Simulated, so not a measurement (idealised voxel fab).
process module | voxel fin reveal
cross-section cut | 255 nm wide | cells 5 nm
A cross-section is a grid of square cells, given in bands from the top down. A band is one or more rows of cells.
Each band's line starts with the height of the band's top and of its bottom, in nm. Then come its materials from left to right, each with its width in nm. One material with "throughout" fills the band from edge to edge. "air" is empty space.
Height 0 is the level under which the wafer as received is all one material. The lowest band goes on downwards, as in "0 down".
A width such as "30 to 40" changes by the same amount from each row of cells to the next, from the band's top row to its bottom row.
"no change" after a step means that no cell of the cross-section changed.
closed voids: empty space of 8 cells or more with no open way to the top, each as width x height at its distance from the left edge, in nm
after a step's settings: what the simulator itself notes on the step
overlay nm, on a step with a mask: how far to the right of its planned place the mask lay; to the left if negative
plan
1 op RECEIVE | material Si
2 op CONFORMAL_DEP | material SiN | thk nm 10
3 op DIRECTIONAL_DEP | material aC | thk nm 15
4 op PATTERN | tone cover | mask id FINS | material resist | width nm 15 | pitch nm 35 | thk nm 30 | overlay nm 0
5 op DIRECTIONAL_ETCH | etch materials aC | depth nm 15
6 op STRIP | etch materials resist
7 op DIRECTIONAL_ETCH | etch materials SiN | depth nm 10
8 op DIRECTIONAL_ETCH | etch materials Si | depth nm 30
9 op STRIP | etch materials aC
10 op OXIDIZE | depth nm 5
11 op FILL_DEP | material SiO2 | thk nm 5
12 op CMP | height nm 10
13 op SELECTIVE_ETCH | etch materials SiO2 | depth nm 30
14 op STRIP | etch materials SiN
as received, after step 1
  0 down: Si throughout
  closed voids: none
first wafer at the end, as planned
  0 to -20: air 105 | Si 5 | air 30 | Si 5 | air 110
  -20 to -35: SiO2 105 | Si 5 | SiO2 30 | Si 5 | SiO2 110
  -35 down: Si throughout
  closed voids: none
second wafer at the end: like start, like plan, one mistake
  0 to -20: air 105 | Si 5 | air 30 | Si 5 | air 110
  -20 to -45: SiO2 105 | Si 5 | SiO2 30 | Si 5 | SiO2 110
  -45 down: Si throughout
  closed voids: none
what went wrong: step 8 ran as: op DIRECTIONAL_ETCH | etch materials Si | depth nm 40
at the end the second wafer has, in cells: 98 fewer of Si | 98 more of SiO2
